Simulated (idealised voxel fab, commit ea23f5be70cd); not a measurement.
process module | voxel trench capacitor
cross-section cut | 250 nm wide | cells 5 nm
A cross-section is a grid of square cells, given in bands from the top down. A band is one or more rows of cells.
Each band's line starts with the height of the band's top and of its bottom, in nm. Then come its materials from left to right, each with its width in nm. One material with "throughout" fills the band from edge to edge. "air" is empty space.
Height 0 is the level under which the wafer as received is all one material. The lowest band goes on downwards, as in "0 down".
A width such as "30 to 40" changes by the same amount from each row of cells to the next, from the band's top row to its bottom row.
"no change" after a step means that no cell of the cross-section changed.
closed voids: empty space of 8 cells or more with no open way to the top, each as width x height at its distance from the left edge, in nm
after a step's settings: what the simulator itself notes on the step
overlay nm, on a step with a mask: how far to the right of its planned place the mask lay; to the left if negative
plan
1 op RECEIVE | material Si
2 op CONFORMAL_DEP | material SiN | thk nm 5
3 op DIRECTIONAL_DEP | material aC | thk nm 10
4 op PATTERN | tone open | mask id TRENCH | material resist | width nm 20 | pitch nm 40 | thk nm 25 | overlay nm 0
5 op DIRECTIONAL_ETCH | etch materials aC | depth nm 10
6 op STRIP | etch materials resist
7 op DIRECTIONAL_ETCH | etch materials SiN | depth nm 5
8 op DIRECTIONAL_ETCH | etch materials Si | depth nm 35
9 op STRIP | etch materials aC
10 op CONFORMAL_DEP | material SiO2 | thk nm 5
11 op FILL_DEP | material polySi | thk nm 5
12 op CMP | height nm 5
first wafer, as planned
as received, after step 1
  0 down: Si throughout
  closed voids: none
after step 2
  5 to 0: SiN throughout
  below 0: unchanged
after step 3
  15 to 5: aC throughout
  below 5: unchanged
after step 4
  40 to 15: resist 75 | air 20 | resist 20 | air 20 | resist 20 | air 20 | resist 75
  below 15: unchanged
after step 5
  30 to 15: resist 75 | air 20 | resist 20 | air 20 | resist 20 | air 20 | resist 75
  15 to 5: aC 75 | air 20 | aC 20 | air 20 | aC 20 | air 20 | aC 75
  below 5: unchanged
after step 6
  15 to 5: aC 75 | air 20 | aC 20 | air 20 | aC 20 | air 20 | aC 75
  below 5: unchanged
after step 7
  15 to 5: aC 75 | air 20 | aC 20 | air 20 | aC 20 | air 20 | aC 75
  5 to 0: SiN 75 | air 20 | SiN 20 | air 20 | SiN 20 | air 20 | SiN 75
  below 0: unchanged
after step 8
  15 to 5: aC 75 | air 20 | aC 20 | air 20 | aC 20 | air 20 | aC 75
  5 to 0: SiN 75 | air 20 | SiN 20 | air 20 | SiN 20 | air 20 | SiN 75
  0 to -35: Si 75 | air 20 | Si 20 | air 20 | Si 20 | air 20 | Si 75
  below -35: unchanged
after step 9
  5 to 0: SiN 75 | air 20 | SiN 20 | air 20 | SiN 20 | air 20 | SiN 75
  below 0: unchanged
after step 10
  10 to 5: SiO2 80 | air 10 | SiO2 30 | air 10 | SiO2 30 | air 10 | SiO2 80
  5 to 0: SiN 75 | SiO2 5 | air 10 | SiO2 5 | SiN 20 | SiO2 5 | air 10 | SiO2 5 | SiN 20 | SiO2 5 | air 10 | SiO2 5 | SiN 75
  0 to -30: Si 75 | SiO2 5 | air 10 | SiO2 5 | Si 20 | SiO2 5 | air 10 | SiO2 5 | Si 20 | SiO2 5 | air 10 | SiO2 5 | Si 75
  -30 to -35: Si 75 | SiO2 20 | Si 20 | SiO2 20 | Si 20 | SiO2 20 | Si 75
  below -35: unchanged
after step 11
  15 to 10: polySi throughout
  10 to 5: SiO2 80 | polySi 10 | SiO2 30 | polySi 10 | SiO2 30 | polySi 10 | SiO2 80
  5 to 0: SiN 75 | SiO2 5 | polySi 10 | SiO2 5 | SiN 20 | SiO2 5 | polySi 10 | SiO2 5 | SiN 20 | SiO2 5 | polySi 10 | SiO2 5 | SiN 75
  0 to -30: Si 75 | SiO2 5 | polySi 10 | SiO2 5 | Si 20 | SiO2 5 | polySi 10 | SiO2 5 | Si 20 | SiO2 5 | polySi 10 | SiO2 5 | Si 75
  below -30: unchanged
after step 12
  5 to 0: SiN 75 | SiO2 5 | polySi 10 | SiO2 5 | SiN 20 | SiO2 5 | polySi 10 | SiO2 5 | SiN 20 | SiO2 5 | polySi 10 | SiO2 5 | SiN 75
  below 0: unchanged
second wafer: like start, like plan, one mistake. Through step 1 it matches the first wafer
when step 2 should have ended
  5 to 0: polySi throughout
  below 0: unchanged
when step 3 should have ended
  15 to 5: aC throughout
  below 5: unchanged
when step 4 should have ended
  40 to 15: resist 75 | air 20 | resist 20 | air 20 | resist 20 | air 20 | resist 75
  below 15: unchanged
when step 5 should have ended
  30 to 15: resist 75 | air 20 | resist 20 | air 20 | resist 20 | air 20 | resist 75
  15 to 5: aC 75 | air 20 | aC 20 | air 20 | aC 20 | air 20 | aC 75
  below 5: unchanged
when step 6 should have ended
  15 to 5: aC 75 | air 20 | aC 20 | air 20 | aC 20 | air 20 | aC 75
  below 5: unchanged
when step 7 should have ended: no change
when step 8 should have ended
  15 to 5: aC 75 | air 20 | aC 20 | air 20 | aC 20 | air 20 | aC 75
  5 to 0: polySi 75 | air 20 | polySi 20 | air 20 | polySi 20 | air 20 | polySi 75
  0 to -30: Si 75 | air 20 | Si 20 | air 20 | Si 20 | air 20 | Si 75
  below -30: unchanged
when step 9 should have ended
  5 to 0: polySi 75 | air 20 | polySi 20 | air 20 | polySi 20 | air 20 | polySi 75
  below 0: unchanged
when step 10 should have ended
  10 to 5: SiO2 80 | air 10 | SiO2 30 | air 10 | SiO2 30 | air 10 | SiO2 80
  5 to 0: polySi 75 | SiO2 5 | air 10 | SiO2 5 | polySi 20 | SiO2 5 | air 10 | SiO2 5 | polySi 20 | SiO2 5 | air 10 | SiO2 5 | polySi 75
  0 to -25: Si 75 | SiO2 5 | air 10 | SiO2 5 | Si 20 | SiO2 5 | air 10 | SiO2 5 | Si 20 | SiO2 5 | air 10 | SiO2 5 | Si 75
  -25 to -30: Si 75 | SiO2 20 | Si 20 | SiO2 20 | Si 20 | SiO2 20 | Si 75
  below -30: unchanged
when step 11 should have ended
  15 to 10: polySi throughout
  10 to 5: SiO2 80 | polySi 10 | SiO2 30 | polySi 10 | SiO2 30 | polySi 10 | SiO2 80
  5 to 0: polySi 75 | SiO2 5 | polySi 10 | SiO2 5 | polySi 20 | SiO2 5 | polySi 10 | SiO2 5 | polySi 20 | SiO2 5 | polySi 10 | SiO2 5 | polySi 75
  0 to -25: Si 75 | SiO2 5 | polySi 10 | SiO2 5 | Si 20 | SiO2 5 | polySi 10 | SiO2 5 | Si 20 | SiO2 5 | polySi 10 | SiO2 5 | Si 75
  below -25: unchanged
when step 12 should have ended
  5 to 0: polySi 75 | SiO2 5 | polySi 10 | SiO2 5 | polySi 20 | SiO2 5 | polySi 10 | SiO2 5 | polySi 20 | SiO2 5 | polySi 10 | SiO2 5 | polySi 75
  below 0: unchanged
what went wrong: step 2 ran as: op CONFORMAL_DEP | material polySi | thk nm 5
at the end the second wafer has, in cells: 12 more of Si | 38 fewer of SiN | 6 fewer of SiO2 | 32 more of polySi
